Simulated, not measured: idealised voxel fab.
Process module in this document: voxel ribs on slabs
It is cross-section cut that appears here, measuring 240 nm in width, its square cells being 5 nm in size.
This document writes a cross-section as a grid whose cells are square, and gives it as bands, listed from the top down; one or more rows of cells form a band.
Band entry format. Leading values: height of top, height of bottom, nm. Remainder: materials in left-to-right order, each with its width in nm. Special words: "all across" on a single material, which then fills the band edge to edge; "blank", empty space.
Height reference: 0 = level under which incoming wafer is all one material. Lowest band: no bottom, runs on downward, e.g. "0 -> down".
Read "30 to 40" as a graded width: first number on top, second number at the bottom, same change between each pair of neighbouring rows.
For the purposes of this document, the phrase "no modifications" attached to a step denotes that no cell within the cross-section was modified by that step.
This entry, "Enclosed empty spaces", enumerates those empty regions of no fewer than 8 cells that possess no open connection to the top. Each region is reported in the form width x height at distance, the distance being taken from the left edge, with all three quantities expressed in nm.
Heads up: the bit after the settings on a step's line is the simulator's remark on that step.
A step line may carry the setting "overlay nm", which, for steps involving a mask, states the distance by which the mask lay to the right of its intended position; negative values denote displacement to the left.

These are the steps we planned for the process
| 1 | RECEIVE, material Si |
| 2 | DIRECTIONAL_DEP, material SiO2, thk nm 20 |
| 3 | DIRECTIONAL_DEP, material SiN, thk nm 20 |
| 4 | DIRECTIONAL_DEP, material aC, thk nm 10 |
| 5 | PATTERN, tone cover, mask id RIB, material resist, width nm 30, thk nm 30, overlay nm 0 |
| 6 | DIRECTIONAL_ETCH, etch materials aC, depth nm 10 |
| 7 | STRIP, etch materials resist |
| 8 | DIRECTIONAL_ETCH, etch materials SiN, depth nm 15 |
| 9 | STRIP, etch materials aC |
| 10 | MASKED_ETCH, tone cover, mask id SLAB, width nm 60, etch materials SiN, depth nm 5, overlay nm 0 |
| 11 | FILL_DEP, material SiO2, thk nm 15 |
| 12 | CMP, height nm 50 |
| 13 | DIRECTIONAL_DEP, material W, thk nm 5 |
| 14 | MASKED_ETCH, tone cover, mask id HEATER, width nm 40, etch materials W, depth nm 5, overlay nm 0 |
| 15 | CONFORMAL_DEP, material SiN, thk nm 10 |

First wafer out of two, processed as planned

As-received wafer cross-section (after step 1)
* 0 -> down = Si all across
* Enclosed empty spaces: none

Cross-section of the wafer after step 2
* 20 -> 0 = SiO2 all across
* Beneath the level 0, the cross-section is identical to its previous state.

Cross-section of the wafer after step 3
* 40 -> 20 = SiN all across
* Beneath the level 20, the cross-section is identical to its previous state.

Cross-section of the wafer after step 4
* 50 -> 40 = aC all across
* Beneath the level 40, the cross-section is identical to its previous state.

Cross-section of the wafer after step 5
* 80 -> 50 = blank=105; resist=30; blank=105
* Beneath the level 50, the cross-section is identical to its previous state.

Cross-section of the wafer after step 6
* 70 -> 50 = blank=105; resist=30; blank=105
* 50 -> 40 = blank=105; aC=30; blank=105
* Beneath the level 40, the cross-section is identical to its previous state.

Cross-section of the wafer after step 7
* 50 -> 40 = blank=105; aC=30; blank=105
* Beneath the level 40, the cross-section is identical to its previous state.

Cross-section of the wafer after step 8
* 50 -> 40 = blank=105; aC=30; blank=105
* 40 -> 25 = blank=105; SiN=30; blank=105
* Beneath the level 25, the cross-section is identical to its previous state.

Cross-section of the wafer after step 9
* 40 -> 25 = blank=105; SiN=30; blank=105
* Beneath the level 25, the cross-section is identical to its previous state.

Cross-section of the wafer after step 10
* 40 -> 25 = blank=105; SiN=30; blank=105
* 25 -> 20 = blank=90; SiN=60; blank=90
* Beneath the level 20, the cross-section is identical to its previous state.

Cross-section of the wafer after step 11
* 55 -> 40 = SiO2 all across
* 40 -> 25 = SiO2=105; SiN=30; SiO2=105
* 25 -> 20 = SiO2=90; SiN=60; SiO2=90
* Beneath the level 20, the cross-section is identical to its previous state.

Cross-section of the wafer after step 12
* 50 -> 40 = SiO2 all across
* Beneath the level 40, the cross-section is identical to its previous state.

Cross-section of the wafer after step 13
* 55 -> 50 = W all across
* Beneath the level 50, the cross-section is identical to its previous state.

Cross-section of the wafer after step 14
* 55 -> 50 = blank=100; W=40; blank=100
* Beneath the level 50, the cross-section is identical to its previous state.

Cross-section of the wafer after step 15
* 65 -> 60 = blank=90; SiN=60; blank=90
* 60 -> 55 = SiN all across
* 55 -> 50 = SiN=100; W=40; SiN=100
* Beneath the level 50, the cross-section is identical to its previous state.

The second wafer began exactly as the first did and followed the same plan, but one mistake was made while running it; through step 1 inclusive, the two wafers are identical

Cross-section of the second wafer at the time by which step 2 should have been completed according to the plan
* 20 -> 0 = W all across
* Beneath the level 0, the cross-section is identical to its previous state.

Cross-section of the second wafer at the time by which step 3 should have been completed according to the plan
* 40 -> 20 = SiN all across
* Beneath the level 20, the cross-section is identical to its previous state.

Cross-section of the second wafer at the time by which step 4 should have been completed according to the plan
* 50 -> 40 = aC all across
* Beneath the level 40, the cross-section is identical to its previous state.

Cross-section of the second wafer at the time by which step 5 should have been completed according to the plan
* 80 -> 50 = blank=105; resist=30; blank=105
* Beneath the level 50, the cross-section is identical to its previous state.

Cross-section of the second wafer at the time by which step 6 should have been completed according to the plan
* 70 -> 50 = blank=105; resist=30; blank=105
* 50 -> 40 = blank=105; aC=30; blank=105
* Beneath the level 40, the cross-section is identical to its previous state.

Cross-section of the second wafer at the time by which step 7 should have been completed according to the plan
* 50 -> 40 = blank=105; aC=30; blank=105
* Beneath the level 40, the cross-section is identical to its previous state.

Cross-section of the second wafer at the time by which step 8 should have been completed according to the plan
* 50 -> 40 = blank=105; aC=30; blank=105
* 40 -> 25 = blank=105; SiN=30; blank=105
* Beneath the level 25, the cross-section is identical to its previous state.

Cross-section of the second wafer at the time by which step 9 should have been completed according to the plan
* 40 -> 25 = blank=105; SiN=30; blank=105
* Beneath the level 25, the cross-section is identical to its previous state.

Cross-section of the second wafer at the time by which step 10 should have been completed according to the plan
* 40 -> 25 = blank=105; SiN=30; blank=105
* 25 -> 20 = blank=90; SiN=60; blank=90
* Beneath the level 20, the cross-section is identical to its previous state.

Cross-section of the second wafer at the time by which step 11 should have been completed according to the plan
* 55 -> 40 = SiO2 all across
* 40 -> 25 = SiO2=105; SiN=30; SiO2=105
* 25 -> 20 = SiO2=90; SiN=60; SiO2=90
* Beneath the level 20, the cross-section is identical to its previous state.

Cross-section of the second wafer at the time by which step 12 should have been completed according to the plan
* 50 -> 40 = SiO2 all across
* Beneath the level 40, the cross-section is identical to its previous state.

Cross-section of the second wafer at the time by which step 13 should have been completed according to the plan
* 55 -> 50 = W all across
* Beneath the level 50, the cross-section is identical to its previous state.

Cross-section of the second wafer at the time by which step 14 should have been completed according to the plan
* 55 -> 50 = blank=100; W=40; blank=100
* Beneath the level 50, the cross-section is identical to its previous state.

Cross-section of the second wafer at the time by which step 15 should have been completed according to the plan
* 65 -> 60 = blank=90; SiN=60; blank=90
* 60 -> 55 = SiN all across
* 55 -> 50 = SiN=100; W=40; SiN=100
* Beneath the level 50, the cross-section is identical to its previous state.
Deviation noted in wafer processing: the process deviated at step 2: the operation and settings actually run there were DIRECTIONAL_DEP, material W, thk nm 20
The second wafer ends with more or fewer cells of some materials than the first, per final count: -192 SiO2; +192 W
